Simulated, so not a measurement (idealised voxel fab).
Process module, titled voxel wiring stack
We display cut, a cross-section 225 nm in width whose square cells are each 5 nm.
Cross-sections here: square-cell grids, written as top-down lists of bands, a band being one or more rows of cells.
For a band, the entry starts with two heights in nm, that of the top and then that of the bottom, and carries on with the band's materials in order from left to right, each alongside its width in nm; the word "throughout" beside a single material means it fills the band edge to edge, and "air" means empty space.
Heights are reckoned from 0. Under this level, the received wafer is all of one material. The bottommost band is open-ended downward, for example "0..down".
Per-row width for "30->40": begins at first number (top row of band), ends at second number (bottom row), increment between rows held constant.
Step marked "stayed the same"? Then no cell in the cross-section changed in it.
This entry, "Closed empty spaces", enumerates those empty regions of no fewer than 8 cells that possess no open connection to the top. Each region is reported in the form width x height at distance, the distance being taken from the left edge, with all three quantities expressed in nm.
Anything after a step's settings on that line? It's the simulator's own note about the step.
The line of a step may include "overlay nm". On a step with a mask, this value is how far to the right of its planned place the mask lay. A negative value means the mask lay to the left.
If you're wondering how to read the rest of this, here's the deal. It's pairs of cross-sections: one from before a process step, one from after it. The after one is only drawn as far down as the lowest band that changed. Right under each pair you'll see which step sits between them and what its settings were. Don't read the pairs as one continuous story, though. They can come from different runs of this module on the same starting wafer, and a pair only carries on from the one above it where its entry headed "Snapshot before" says so.

### Snapshot before
* 0..down  Si throughout
* Closed empty spaces: none

### Post-Step Cross-Section
* 10..0  SiO2 throughout
* Lower than 0, everything is as it was.
* Closed empty spaces: none
The two cross-sections above are separated by a single process step, namely CONFORMAL_DEP,material SiO2,thk nm 10

Snapshot before: just use the after drawing of the pair above as your starting point.

### Post-Step Cross-Section
* 15..10  TiN throughout
* Lower than 10, everything is as it was.
* Closed empty spaces: none
The two cross-sections above are separated by a single process step, namely DIRECTIONAL_DEP,material TiN,thk nm 5

Snapshot before: just use the after drawing of the pair above as your starting point.

### Post-Step Cross-Section
* 30..15  Ru throughout
* Lower than 15, everything is as it was.
* Closed empty spaces: none
The two cross-sections above are separated by a single process step, namely DIRECTIONAL_DEP,material Ru,thk nm 15

Snapshot before: just use the after drawing of the pair above as your starting point.

### Post-Step Cross-Section
* 50..30  55 nm air  25 nm resist  20 nm air  25 nm resist  20 nm air  25 nm resist  55 nm air
* Lower than 30, everything is as it was.
* Closed empty spaces: none
The two cross-sections above are separated by a single process step, namely PATTERN,tone cover,mask id METAL_1,material resist,width nm 25,pitch nm 45,thk nm 20,overlay nm 0

Snapshot before: just use the after drawing of the pair above as your starting point.

### Post-Step Cross-Section
* 50..30  55 nm air  25 nm resist  20 nm air  25 nm resist  20 nm air  25 nm resist  55 nm air
* 30..15  55 nm air  25 nm Ru  20 nm air  25 nm Ru  20 nm air  25 nm Ru  55 nm air
* Lower than 15, everything is as it was.
* Closed empty spaces: none
The two cross-sections above are separated by a single process step, namely DIRECTIONAL_ETCH,etch materials Ru,depth nm 15

Snapshot before: just use the after drawing of the pair above as your starting point.

### Post-Step Cross-Section
* 50..30  55 nm air  25 nm resist  20 nm air  25 nm resist  20 nm air  25 nm resist  55 nm air
* 30..15  55 nm air  25 nm Ru  20 nm air  25 nm Ru  20 nm air  25 nm Ru  55 nm air
* 15..10  55 nm air  25 nm TiN  20 nm air  25 nm TiN  20 nm air  25 nm TiN  55 nm air
* Lower than 10, everything is as it was.
* Closed empty spaces: none
The two cross-sections above are separated by a single process step, namely DIRECTIONAL_ETCH,etch materials TiN,depth nm 5

Snapshot before: just use the after drawing of the pair above as your starting point.

### Post-Step Cross-Section
* 30..15  55 nm air  25 nm Ru  20 nm air  25 nm Ru  20 nm air  25 nm Ru  55 nm air
* Lower than 15, everything is as it was.
* Closed empty spaces: none
The two cross-sections above are separated by a single process step, namely STRIP,etch materials resist

Snapshot before: just use the after drawing of the pair above as your starting point.

### Post-Step Cross-Section
* 35..30  lowk throughout
* 30..15  55 nm lowk  25 nm Ru  20 nm lowk  25 nm Ru  20 nm lowk  25 nm Ru  55 nm lowk
* 15..10  55 nm lowk  25 nm TiN  20 nm lowk  25 nm TiN  20 nm lowk  25 nm TiN  55 nm lowk
* Lower than 10, everything is as it was.
* Closed empty spaces: none
The two cross-sections above are separated by a single process step, namely FILL_DEP,material lowk,thk nm 5

Snapshot before: just use the after drawing of the pair above as your starting point.

### Post-Step Cross-Section
* 30..15  55 nm lowk  25 nm Ru  20 nm lowk  25 nm Ru  20 nm lowk  25 nm Ru  55 nm lowk
* Lower than 15, everything is as it was.
* Closed empty spaces: none
The two cross-sections above are separated by a single process step, namely CMP,height nm 30

Snapshot before: just use the after drawing of the pair above as your starting point.

### Post-Step Cross-Section
* 35..30  SiCN throughout
* Lower than 30, everything is as it was.
* Closed empty spaces: none
The two cross-sections above are separated by a single process step, namely CONFORMAL_DEP,material SiCN,thk nm 5

Snapshot before: just use the after drawing of the pair above as your starting point.

### Post-Step Cross-Section
* 65..35  lowk throughout
* Lower than 35, everything is as it was.
* Closed empty spaces: none
The two cross-sections above are separated by a single process step, namely DIRECTIONAL_DEP,material lowk,thk nm 30

Snapshot before: just use the after drawing of the pair above as your starting point.

### Post-Step Cross-Section
* 65..35  55 nm lowk  15 nm air  30 nm lowk  15 nm air  30 nm lowk  15 nm air  65 nm lowk
* Lower than 35, everything is as it was.
* Closed empty spaces: none
The two cross-sections above are separated by a single process step, namely MASKED_ETCH,tone open,mask id METAL_2_HOLES,width nm 15,pitch nm 45,etch materials lowk,depth nm 30,overlay nm 0

Snapshot before: just use the after drawing of the pair above as your starting point.

### Post-Step Cross-Section
* 65..45  55 nm lowk  25 nm air  20 nm lowk  25 nm air  20 nm lowk  25 nm air  55 nm lowk
* Lower than 45, everything is as it was.
* Closed empty spaces: none
The two cross-sections above are separated by a single process step, namely MASKED_ETCH,tone open,mask id METAL_2,width nm 25,pitch nm 45,etch materials lowk,depth nm 20,overlay nm 0

Snapshot before: just use the after drawing of the pair above as your starting point.

### Post-Step Cross-Section
* 65..45  55 nm lowk  25 nm air  20 nm lowk  25 nm air  20 nm lowk  25 nm air  55 nm lowk
* 45..35  55 nm lowk  15 nm air  30 nm lowk  15 nm air  30 nm lowk  15 nm air  65 nm lowk
* 35..30  55 nm SiCN  15 nm air  30 nm SiCN  15 nm air  30 nm SiCN  15 nm air  65 nm SiCN
* Lower than 30, everything is as it was.
* Closed empty spaces: none
The two cross-sections above are separated by a single process step, namely MASKED_ETCH,tone open,mask id METAL_2,width nm 25,pitch nm 45,etch materials SiCN,depth nm 5,overlay nm 0

Snapshot before: just use the after drawing of the pair above as your starting point.

### Post-Step Cross-Section
* 70..65  60 nm TiN  15 nm air  30 nm TiN  15 nm air  30 nm TiN  15 nm air  60 nm TiN
* 65..50  55 nm lowk  5 nm TiN  15 nm air  5 nm TiN  20 nm lowk  5 nm TiN  15 nm air  5 nm TiN  20 nm lowk  5 nm TiN  15 nm air  5 nm TiN  55 nm lowk
* 50..45  55 nm lowk  5 nm TiN  5 nm air  15 nm TiN  20 nm lowk  5 nm TiN  5 nm air  15 nm TiN  20 nm lowk  5 nm TiN  5 nm air  15 nm TiN  55 nm lowk
* 45..35  55 nm lowk  5 nm TiN  5 nm air  5 nm TiN  30 nm lowk  5 nm TiN  5 nm air  5 nm TiN  30 nm lowk  5 nm TiN  5 nm air  5 nm TiN  65 nm lowk
* 35..30  55 nm SiCN  15 nm TiN  30 nm SiCN  15 nm TiN  30 nm SiCN  15 nm TiN  65 nm SiCN
* Lower than 30, everything is as it was.
* Closed empty spaces: none
The two cross-sections above are separated by a single process step, namely CONFORMAL_DEP,material TiN,thk nm 5

Snapshot before: just use the after drawing of the pair above as your starting point.

### Post-Step Cross-Section
* 75..70  Cu throughout
* 70..65  60 nm TiN  15 nm Cu  30 nm TiN  15 nm Cu  30 nm TiN  15 nm Cu  60 nm TiN
* 65..50  55 nm lowk  5 nm TiN  15 nm Cu  5 nm TiN  20 nm lowk  5 nm TiN  15 nm Cu  5 nm TiN  20 nm lowk  5 nm TiN  15 nm Cu  5 nm TiN  55 nm lowk
* 50..45  55 nm lowk  5 nm TiN  5 nm Cu  15 nm TiN  20 nm lowk  5 nm TiN  5 nm Cu  15 nm TiN  20 nm lowk  5 nm TiN  5 nm Cu  15 nm TiN  55 nm lowk
* 45..35  55 nm lowk  5 nm TiN  5 nm Cu  5 nm TiN  30 nm lowk  5 nm TiN  5 nm Cu  5 nm TiN  30 nm lowk  5 nm TiN  5 nm Cu  5 nm TiN  65 nm lowk
* Lower than 35, everything is as it was.
* Closed empty spaces: none
The two cross-sections above are separated by a single process step, namely FILL_DEP,material Cu,thk nm 5

Snapshot before: just use the after drawing of the pair above as your starting point.

### Post-Step Cross-Section
* 65..50  55 nm lowk  5 nm TiN  15 nm Cu  5 nm TiN  20 nm lowk  5 nm TiN  15 nm Cu  5 nm TiN  20 nm lowk  5 nm TiN  15 nm Cu  5 nm TiN  55 nm lowk
* Lower than 50, everything is as it was.
* Closed empty spaces: none
The two cross-sections above are separated by a single process step, namely CMP,height nm 65

Snapshot before: just use the after drawing of the pair above as your starting point.

### Post-Step Cross-Section
* 70..65  SiN throughout
* Lower than 65, everything is as it was.
* Closed empty spaces: none
The two cross-sections above are separated by a single process step, namely CONFORMAL_DEP,material SiN,thk nm 5

### Snapshot before
* 10..0  SiO2 throughout
* 0..down  Si throughout
* Closed empty spaces: none

### Post-Step Cross-Section
* 25..10  Ru throughout
* Lower than 10, everything is as it was.
* Closed empty spaces: none
The two cross-sections above are separated by a single process step, namely DIRECTIONAL_DEP,material Ru,thk nm 15

Snapshot before: just use the after drawing of the pair above as your starting point.

### Post-Step Cross-Section
* 45..25  55 nm air  25 nm resist  20 nm air  25 nm resist  20 nm air  25 nm resist  55 nm air
* Lower than 25, everything is as it was.
* Closed empty spaces: none
The two cross-sections above are separated by a single process step, namely PATTERN,tone cover,mask id METAL_1,material resist,width nm 25,pitch nm 45,thk nm 20,overlay nm 0

Snapshot before: just use the after drawing of the pair above as your starting point.

### Post-Step Cross-Section
* 45..25  55 nm air  25 nm resist  20 nm air  25 nm resist  20 nm air  25 nm resist  55 nm air
* 25..10  55 nm air  25 nm Ru  20 nm air  25 nm Ru  20 nm air  25 nm Ru  55 nm air
* Lower than 10, everything is as it was.
* Closed empty spaces: none
The two cross-sections above are separated by a single process step, namely DIRECTIONAL_ETCH,etch materials Ru,depth nm 15

Snapshot before: just use the after drawing of the pair above as your starting point.

### Post-Step Cross-Section
* 25..10  55 nm air  25 nm Ru  20 nm air  25 nm Ru  20 nm air  25 nm Ru  55 nm air
* Lower than 10, everything is as it was.
* Closed empty spaces: none
The two cross-sections above are separated by a single process step, namely STRIP,etch materials resist

Snapshot before: just use the after drawing of the pair above as your starting point.

### Post-Step Cross-Section
* 30..25  lowk throughout
* 25..10  55 nm lowk  25 nm Ru  20 nm lowk  25 nm Ru  20 nm lowk  25 nm Ru  55 nm lowk
* Lower than 10, everything is as it was.
* Closed empty spaces: none
The two cross-sections above are separated by a single process step, namely FILL_DEP,material lowk,thk nm 5

Snapshot before: just use the after drawing of the pair above as your starting point.

### Post-Step Cross-Section
* 35..30  SiCN throughout
* Lower than 30, everything is as it was.
* Closed empty spaces: none
The two cross-sections above are separated by a single process step, namely CONFORMAL_DEP,material SiCN,thk nm 5

Snapshot before: just use the after drawing of the pair above as your starting point.

### Post-Step Cross-Section
* 65..35  lowk throughout
* Lower than 35, everything is as it was.
* Closed empty spaces: none
The two cross-sections above are separated by a single process step, namely DIRECTIONAL_DEP,material lowk,thk nm 30

Snapshot before: just use the after drawing of the pair above as your starting point.

### Post-Step Cross-Section
* 65..35  55 nm lowk  15 nm air  30 nm lowk  15 nm air  30 nm lowk  15 nm air  65 nm lowk
* Lower than 35, everything is as it was.
* Closed empty spaces: none
The two cross-sections above are separated by a single process step, namely MASKED_ETCH,tone open,mask id METAL_2_HOLES,width nm 15,pitch nm 45,etch materials lowk,depth nm 30,overlay nm 0

Snapshot before: just use the after drawing of the pair above as your starting point.

### Post-Step Cross-Section
* 65..45  55 nm lowk  25 nm air  20 nm lowk  25 nm air  20 nm lowk  25 nm air  55 nm lowk
* Lower than 45, everything is as it was.
* Closed empty spaces: none
The two cross-sections above are separated by a single process step, namely MASKED_ETCH,tone open,mask id METAL_2,width nm 25,pitch nm 45,etch materials lowk,depth nm 20,overlay nm 0

Snapshot before: just use the after drawing of the pair above as your starting point.

### Post-Step Cross-Section
* 65..45  55 nm lowk  25 nm air  20 nm lowk  25 nm air  20 nm lowk  25 nm air  55 nm lowk
* 45..35  55 nm lowk  15 nm air  30 nm lowk  15 nm air  30 nm lowk  15 nm air  65 nm lowk
* 35..30  55 nm SiCN  15 nm air  30 nm SiCN  15 nm air  30 nm SiCN  15 nm air  65 nm SiCN
* Lower than 30, everything is as it was.
* Closed empty spaces: none
The two cross-sections above are separated by a single process step, namely MASKED_ETCH,tone open,mask id METAL_2,width nm 25,pitch nm 45,etch materials SiCN,depth nm 5,overlay nm 0

Snapshot before: just use the after drawing of the pair above as your starting point.

### Post-Step Cross-Section
* 70..65  60 nm TiN  15 nm air  30 nm TiN  15 nm air  30 nm TiN  15 nm air  60 nm TiN
* 65..50  55 nm lowk  5 nm TiN  15 nm air  5 nm TiN  20 nm lowk  5 nm TiN  15 nm air  5 nm TiN  20 nm lowk  5 nm TiN  15 nm air  5 nm TiN  55 nm lowk
* 50..45  55 nm lowk  5 nm TiN  5 nm air  15 nm TiN  20 nm lowk  5 nm TiN  5 nm air  15 nm TiN  20 nm lowk  5 nm TiN  5 nm air  15 nm TiN  55 nm lowk
* 45..35  55 nm lowk  5 nm TiN  5 nm air  5 nm TiN  30 nm lowk  5 nm TiN  5 nm air  5 nm TiN  30 nm lowk  5 nm TiN  5 nm air  5 nm TiN  65 nm lowk
* 35..30  55 nm SiCN  15 nm TiN  30 nm SiCN  15 nm TiN  30 nm SiCN  15 nm TiN  65 nm SiCN
* Lower than 30, everything is as it was.
* Closed empty spaces: none
The two cross-sections above are separated by a single process step, namely CONFORMAL_DEP,material TiN,thk nm 5

Snapshot before: just use the after drawing of the pair above as your starting point.

### Post-Step Cross-Section
* 75..70  Cu throughout
* 70..65  60 nm TiN  15 nm Cu  30 nm TiN  15 nm Cu  30 nm TiN  15 nm Cu  60 nm TiN
* 65..50  55 nm lowk  5 nm TiN  15 nm Cu  5 nm TiN  20 nm lowk  5 nm TiN  15 nm Cu  5 nm TiN  20 nm lowk  5 nm TiN  15 nm Cu  5 nm TiN  55 nm lowk
* 50..45  55 nm lowk  5 nm TiN  5 nm Cu  15 nm TiN  20 nm lowk  5 nm TiN  5 nm Cu  15 nm TiN  20 nm lowk  5 nm TiN  5 nm Cu  15 nm TiN  55 nm lowk
* 45..35  55 nm lowk  5 nm TiN  5 nm Cu  5 nm TiN  30 nm lowk  5 nm TiN  5 nm Cu  5 nm TiN  30 nm lowk  5 nm TiN  5 nm Cu  5 nm TiN  65 nm lowk
* Lower than 35, everything is as it was.
* Closed empty spaces: none
The two cross-sections above are separated by a single process step, namely FILL_DEP,material Cu,thk nm 5

Snapshot before: just use the after drawing of the pair above as your starting point.

### Post-Step Cross-Section
* 65..50  55 nm lowk  5 nm TiN  15 nm Cu  5 nm TiN  20 nm lowk  5 nm TiN  15 nm Cu  5 nm TiN  20 nm lowk  5 nm TiN  15 nm Cu  5 nm TiN  55 nm lowk
* Lower than 50, everything is as it was.
* Closed empty spaces: none
The two cross-sections above are separated by a single process step, namely CMP,height nm 65

Snapshot before: just use the after drawing of the pair above as your starting point.

### Post-Step Cross-Section
* 70..65  SiN throughout
* Lower than 65, everything is as it was.
* Closed empty spaces: none
The two cross-sections above are separated by a single process step, namely CONFORMAL_DEP,material SiN,thk nm 5

### Snapshot before
* 65..35  lowk throughout
* 35..30  SiCN throughout
* 30..15  55 nm lowk  25 nm Ru  20 nm lowk  25 nm Ru  20 nm lowk  25 nm Ru  55 nm lowk
* 15..10  55 nm lowk  25 nm TiN  20 nm lowk  25 nm TiN  20 nm lowk  25 nm TiN  55 nm lowk
* 10..0  SiO2 throughout
* 0..down  Si throughout
* Closed empty spaces: none

### Post-Step Cross-Section
* 95..35  lowk throughout
* Lower than 35, everything is as it was.
* Closed empty spaces: none
The two cross-sections above are separated by a single process step, namely DIRECTIONAL_DEP,material lowk,thk nm 30

Snapshot before: just use the after drawing of the pair above as your starting point.

### Post-Step Cross-Section
* 95..65  55 nm lowk  15 nm air  30 nm lowk  15 nm air  30 nm lowk  15 nm air  65 nm lowk
* Lower than 65, everything is as it was.
* Closed empty spaces: none
The two cross-sections above are separated by a single process step, namely MASKED_ETCH,tone open,mask id METAL_2_HOLES,width nm 15,pitch nm 45,etch materials lowk,depth nm 30,overlay nm 0

Snapshot before: just use the after drawing of the pair above as your starting point.

### Post-Step Cross-Section
* 95..75  55 nm lowk  25 nm air  20 nm lowk  25 nm air  20 nm lowk  25 nm air  55 nm lowk
* 75..45  55 nm lowk  15 nm air  30 nm lowk  15 nm air  30 nm lowk  15 nm air  65 nm lowk
* Lower than 45, everything is as it was.
* Closed empty spaces: none
The two cross-sections above are separated by a single process step, namely MASKED_ETCH,tone open,mask id METAL_2,width nm 25,pitch nm 45,etch materials lowk,depth nm 20,overlay nm 0

Snapshot before: just use the after drawing of the pair above as your starting point.

### Post-Step Cross-Section
* 100..95  60 nm TiN  15 nm air  30 nm TiN  15 nm air  30 nm TiN  15 nm air  60 nm TiN
* 95..80  55 nm lowk  5 nm TiN  15 nm air  5 nm TiN  20 nm lowk  5 nm TiN  15 nm air  5 nm TiN  20 nm lowk  5 nm TiN  15 nm air  5 nm TiN  55 nm lowk
* 80..75  55 nm lowk  5 nm TiN  5 nm air  15 nm TiN  20 nm lowk  5 nm TiN  5 nm air  15 nm TiN  20 nm lowk  5 nm TiN  5 nm air  15 nm TiN  55 nm lowk
* 75..50  55 nm lowk  5 nm TiN  5 nm air  5 nm TiN  30 nm lowk  5 nm TiN  5 nm air  5 nm TiN  30 nm lowk  5 nm TiN  5 nm air  5 nm TiN  65 nm lowk
* 50..45  55 nm lowk  15 nm TiN  30 nm lowk  15 nm TiN  30 nm lowk  15 nm TiN  65 nm lowk
* Lower than 45, everything is as it was.
* Closed empty spaces: none
The two cross-sections above are separated by a single process step, namely CONFORMAL_DEP,material TiN,thk nm 5

Snapshot before: just use the after drawing of the pair above as your starting point.

### Post-Step Cross-Section
* 105..100  Cu throughout
* 100..95  60 nm TiN  15 nm Cu  30 nm TiN  15 nm Cu  30 nm TiN  15 nm Cu  60 nm TiN
* 95..80  55 nm lowk  5 nm TiN  15 nm Cu  5 nm TiN  20 nm lowk  5 nm TiN  15 nm Cu  5 nm TiN  20 nm lowk  5 nm TiN  15 nm Cu  5 nm TiN  55 nm lowk
* 80..75  55 nm lowk  5 nm TiN  5 nm Cu  15 nm TiN  20 nm lowk  5 nm TiN  5 nm Cu  15 nm TiN  20 nm lowk  5 nm TiN  5 nm Cu  15 nm TiN  55 nm lowk
* 75..50  55 nm lowk  5 nm TiN  5 nm Cu  5 nm TiN  30 nm lowk  5 nm TiN  5 nm Cu  5 nm TiN  30 nm lowk  5 nm TiN  5 nm Cu  5 nm TiN  65 nm lowk
* Lower than 50, everything is as it was.
* Closed empty spaces: none
The two cross-sections above are separated by a single process step, namely FILL_DEP,material Cu,thk nm 5

Snapshot before: just use the after drawing of the pair above as your starting point.

### Post-Step Cross-Section
* 65..50  55 nm lowk  5 nm TiN  5 nm Cu  5 nm TiN  30 nm lowk  5 nm TiN  5 nm Cu  5 nm TiN  30 nm lowk  5 nm TiN  5 nm Cu  5 nm TiN  65 nm lowk
* Lower than 50, everything is as it was.
* Closed empty spaces: none
The two cross-sections above are separated by a single process step, namely CMP,height nm 65

Snapshot before: just use the after drawing of the pair above as your starting point.

### Post-Step Cross-Section
* 70..65  SiN throughout
* Lower than 65, everything is as it was.
* Closed empty spaces: none
The two cross-sections above are separated by a single process step, namely CONFORMAL_DEP,material SiN,thk nm 5

### Snapshot before
* 25..10  Ru throughout
* 10..0  SiO2 throughout
* 0..down  Si throughout
* Closed empty spaces: none

### Post-Step Cross-Section
* 30..25  TiN throughout
* Lower than 25, everything is as it was.
* Closed empty spaces: none
The two cross-sections above are separated by a single process step, namely DIRECTIONAL_DEP,material TiN,thk nm 5

Snapshot before: just use the after drawing of the pair above as your starting point.

### Post-Step Cross-Section
* 50..30  55 nm air  25 nm resist  20 nm air  25 nm resist  20 nm air  25 nm resist  55 nm air
* Lower than 30, everything is as it was.
* Closed empty spaces: none
The two cross-sections above are separated by a single process step, namely PATTERN,tone cover,mask id METAL_1,material resist,width nm 25,pitch nm 45,thk nm 20,overlay nm 0

Snapshot before: just use the after drawing of the pair above as your starting point.

### Post-Step Cross-Section
* 50..30  55 nm air  25 nm resist  20 nm air  25 nm resist  20 nm air  25 nm resist  55 nm air
* 30..25  55 nm air  25 nm TiN  20 nm air  25 nm TiN  20 nm air  25 nm TiN  55 nm air
* Lower than 25, everything is as it was.
* Closed empty spaces: none
The two cross-sections above are separated by a single process step, namely DIRECTIONAL_ETCH,etch materials TiN,depth nm 5

Snapshot before: just use the after drawing of the pair above as your starting point.

### Post-Step Cross-Section
* 30..25  55 nm air  25 nm TiN  20 nm air  25 nm TiN  20 nm air  25 nm TiN  55 nm air
* Lower than 25, everything is as it was.
* Closed empty spaces: none
The two cross-sections above are separated by a single process step, namely STRIP,etch materials resist

Snapshot before: just use the after drawing of the pair above as your starting point.

### Post-Step Cross-Section
* 35..30  lowk throughout
* 30..25  55 nm lowk  25 nm TiN  20 nm lowk  25 nm TiN  20 nm lowk  25 nm TiN  55 nm lowk
* Lower than 25, everything is as it was.
* Closed empty spaces: none
The two cross-sections above are separated by a single process step, namely FILL_DEP,material lowk,thk nm 5

Snapshot before: just use the after drawing of the pair above as your starting point.

### Post-Step Cross-Section
* 30..25  55 nm lowk  25 nm TiN  20 nm lowk  25 nm TiN  20 nm lowk  25 nm TiN  55 nm lowk
* Lower than 25, everything is as it was.
* Closed empty spaces: none
The two cross-sections above are separated by a single process step, namely CMP,height nm 30

Snapshot before: just use the after drawing of the pair above as your starting point.

### Post-Step Cross-Section
* 35..30  SiCN throughout
* Lower than 30, everything is as it was.
* Closed empty spaces: none
The two cross-sections above are separated by a single process step, namely CONFORMAL_DEP,material SiCN,thk nm 5

Snapshot before: just use the after drawing of the pair above as your starting point.

### Post-Step Cross-Section
* 65..35  lowk throughout
* Lower than 35, everything is as it was.
* Closed empty spaces: none
The two cross-sections above are separated by a single process step, namely DIRECTIONAL_DEP,material lowk,thk nm 30

Snapshot before: just use the after drawing of the pair above as your starting point.

### Post-Step Cross-Section
* 65..35  55 nm lowk  15 nm air  30 nm lowk  15 nm air  30 nm lowk  15 nm air  65 nm lowk
* Lower than 35, everything is as it was.
* Closed empty spaces: none
The two cross-sections above are separated by a single process step, namely MASKED_ETCH,tone open,mask id METAL_2_HOLES,width nm 15,pitch nm 45,etch materials lowk,depth nm 30,overlay nm 0

Snapshot before: just use the after drawing of the pair above as your starting point.

### Post-Step Cross-Section
* 65..45  55 nm lowk  25 nm air  20 nm lowk  25 nm air  20 nm lowk  25 nm air  55 nm lowk
* Lower than 45, everything is as it was.
* Closed empty spaces: none
The two cross-sections above are separated by a single process step, namely MASKED_ETCH,tone open,mask id METAL_2,width nm 25,pitch nm 45,etch materials lowk,depth nm 20,overlay nm 0

Snapshot before: just use the after drawing of the pair above as your starting point.

### Post-Step Cross-Section
* 65..45  55 nm lowk  25 nm air  20 nm lowk  25 nm air  20 nm lowk  25 nm air  55 nm lowk
* 45..35  55 nm lowk  15 nm air  30 nm lowk  15 nm air  30 nm lowk  15 nm air  65 nm lowk
* 35..30  55 nm SiCN  15 nm air  30 nm SiCN  15 nm air  30 nm SiCN  15 nm air  65 nm SiCN
* Lower than 30, everything is as it was.
* Closed empty spaces: none
The two cross-sections above are separated by a single process step, namely MASKED_ETCH,tone open,mask id METAL_2,width nm 25,pitch nm 45,etch materials SiCN,depth nm 5,overlay nm 0

Snapshot before: just use the after drawing of the pair above as your starting point.

### Post-Step Cross-Section
* 70..65  60 nm TiN  15 nm air  30 nm TiN  15 nm air  30 nm TiN  15 nm air  60 nm TiN
* 65..50  55 nm lowk  5 nm TiN  15 nm air  5 nm TiN  20 nm lowk  5 nm TiN  15 nm air  5 nm TiN  20 nm lowk  5 nm TiN  15 nm air  5 nm TiN  55 nm lowk
* 50..45  55 nm lowk  5 nm TiN  5 nm air  15 nm TiN  20 nm lowk  5 nm TiN  5 nm air  15 nm TiN  20 nm lowk  5 nm TiN  5 nm air  15 nm TiN  55 nm lowk
* 45..35  55 nm lowk  5 nm TiN  5 nm air  5 nm TiN  30 nm lowk  5 nm TiN  5 nm air  5 nm TiN  30 nm lowk  5 nm TiN  5 nm air  5 nm TiN  65 nm lowk
* 35..30  55 nm SiCN  15 nm TiN  30 nm SiCN  15 nm TiN  30 nm SiCN  15 nm TiN  65 nm SiCN
* Lower than 30, everything is as it was.
* Closed empty spaces: none
The two cross-sections above are separated by a single process step, namely CONFORMAL_DEP,material TiN,thk nm 5

Snapshot before: just use the after drawing of the pair above as your starting point.

### Post-Step Cross-Section
* 75..70  Cu throughout
* 70..65  60 nm TiN  15 nm Cu  30 nm TiN  15 nm Cu  30 nm TiN  15 nm Cu  60 nm TiN
* 65..50  55 nm lowk  5 nm TiN  15 nm Cu  5 nm TiN  20 nm lowk  5 nm TiN  15 nm Cu  5 nm TiN  20 nm lowk  5 nm TiN  15 nm Cu  5 nm TiN  55 nm lowk
* 50..45  55 nm lowk  5 nm TiN  5 nm Cu  15 nm TiN  20 nm lowk  5 nm TiN  5 nm Cu  15 nm TiN  20 nm lowk  5 nm TiN  5 nm Cu  15 nm TiN  55 nm lowk
* 45..35  55 nm lowk  5 nm TiN  5 nm Cu  5 nm TiN  30 nm lowk  5 nm TiN  5 nm Cu  5 nm TiN  30 nm lowk  5 nm TiN  5 nm Cu  5 nm TiN  65 nm lowk
* Lower than 35, everything is as it was.
* Closed empty spaces: none
The two cross-sections above are separated by a single process step, namely FILL_DEP,material Cu,thk nm 5

Snapshot before: just use the after drawing of the pair above as your starting point.

### Post-Step Cross-Section
* 65..50  55 nm lowk  5 nm TiN  15 nm Cu  5 nm TiN  20 nm lowk  5 nm TiN  15 nm Cu  5 nm TiN  20 nm lowk  5 nm TiN  15 nm Cu  5 nm TiN  55 nm lowk
* Lower than 50, everything is as it was.
* Closed empty spaces: none
The two cross-sections above are separated by a single process step, namely CMP,height nm 65

Snapshot before: just use the after drawing of the pair above as your starting point.

### Post-Step Cross-Section
* 70..65  SiN throughout
* Lower than 65, everything is as it was.
* Closed empty spaces: none
The two cross-sections above are separated by a single process step, namely CONFORMAL_DEP,material SiN,thk nm 5

### Snapshot before
* 35..30  SiCN throughout
* 30..15  55 nm lowk  25 nm Ru  20 nm lowk  25 nm Ru  20 nm lowk  25 nm Ru  55 nm lowk
* 15..10  55 nm lowk  25 nm TiN  20 nm lowk  25 nm TiN  20 nm lowk  25 nm TiN  55 nm lowk
* 10..0  SiO2 throughout
* 0..down  Si throughout
* Closed empty spaces: none

### Post-Step Cross-Section
* 60..35  lowk throughout
* Lower than 35, everything is as it was.
* Closed empty spaces: none
The two cross-sections above are separated by a single process step, namely DIRECTIONAL_DEP,material lowk,thk nm 25

Snapshot before: just use the after drawing of the pair above as your starting point.

### Post-Step Cross-Section
* 60..35  55 nm lowk  15 nm air  30 nm lowk  15 nm air  30 nm lowk  15 nm air  65 nm lowk
* Lower than 35, everything is as it was.
* Closed empty spaces: none
The two cross-sections above are separated by a single process step, namely MASKED_ETCH,tone open,mask id METAL_2_HOLES,width nm 15,pitch nm 45,etch materials lowk,depth nm 30,overlay nm 0

Snapshot before: just use the after drawing of the pair above as your starting point.

### Post-Step Cross-Section
* 60..40  55 nm lowk  25 nm air  20 nm lowk  25 nm air  20 nm lowk  25 nm air  55 nm lowk
* Lower than 40, everything is as it was.
* Closed empty spaces: none
The two cross-sections above are separated by a single process step, namely MASKED_ETCH,tone open,mask id METAL_2,width nm 25,pitch nm 45,etch materials lowk,depth nm 20,overlay nm 0

Snapshot before: just use the after drawing of the pair above as your starting point.

### Post-Step Cross-Section
* 60..40  55 nm lowk  25 nm air  20 nm lowk  25 nm air  20 nm lowk  25 nm air  55 nm lowk
* 40..35  55 nm lowk  15 nm air  30 nm lowk  15 nm air  30 nm lowk  15 nm air  65 nm lowk
* 35..30  55 nm SiCN  15 nm air  30 nm SiCN  15 nm air  30 nm SiCN  15 nm air  65 nm SiCN
* Lower than 30, everything is as it was.
* Closed empty spaces: none
The two cross-sections above are separated by a single process step, namely MASKED_ETCH,tone open,mask id METAL_2,width nm 25,pitch nm 45,etch materials SiCN,depth nm 5,overlay nm 0

Snapshot before: just use the after drawing of the pair above as your starting point.

### Post-Step Cross-Section
* 65..60  60 nm TiN  15 nm air  30 nm TiN  15 nm air  30 nm TiN  15 nm air  60 nm TiN
* 60..45  55 nm lowk  5 nm TiN  15 nm air  5 nm TiN  20 nm lowk  5 nm TiN  15 nm air  5 nm TiN  20 nm lowk  5 nm TiN  15 nm air  5 nm TiN  55 nm lowk
* 45..35  55 nm lowk  5 nm TiN  5 nm air  15->5 nm TiN  20->30 nm lowk  5 nm TiN  5 nm air  15->5 nm TiN  20->30 nm lowk  5 nm TiN  5 nm air  15->5 nm TiN  55->65 nm lowk
* 35..30  55 nm SiCN  15 nm TiN  30 nm SiCN  15 nm TiN  30 nm SiCN  15 nm TiN  65 nm SiCN
* Lower than 30, everything is as it was.
* Closed empty spaces: none
The two cross-sections above are separated by a single process step, namely CONFORMAL_DEP,material TiN,thk nm 5
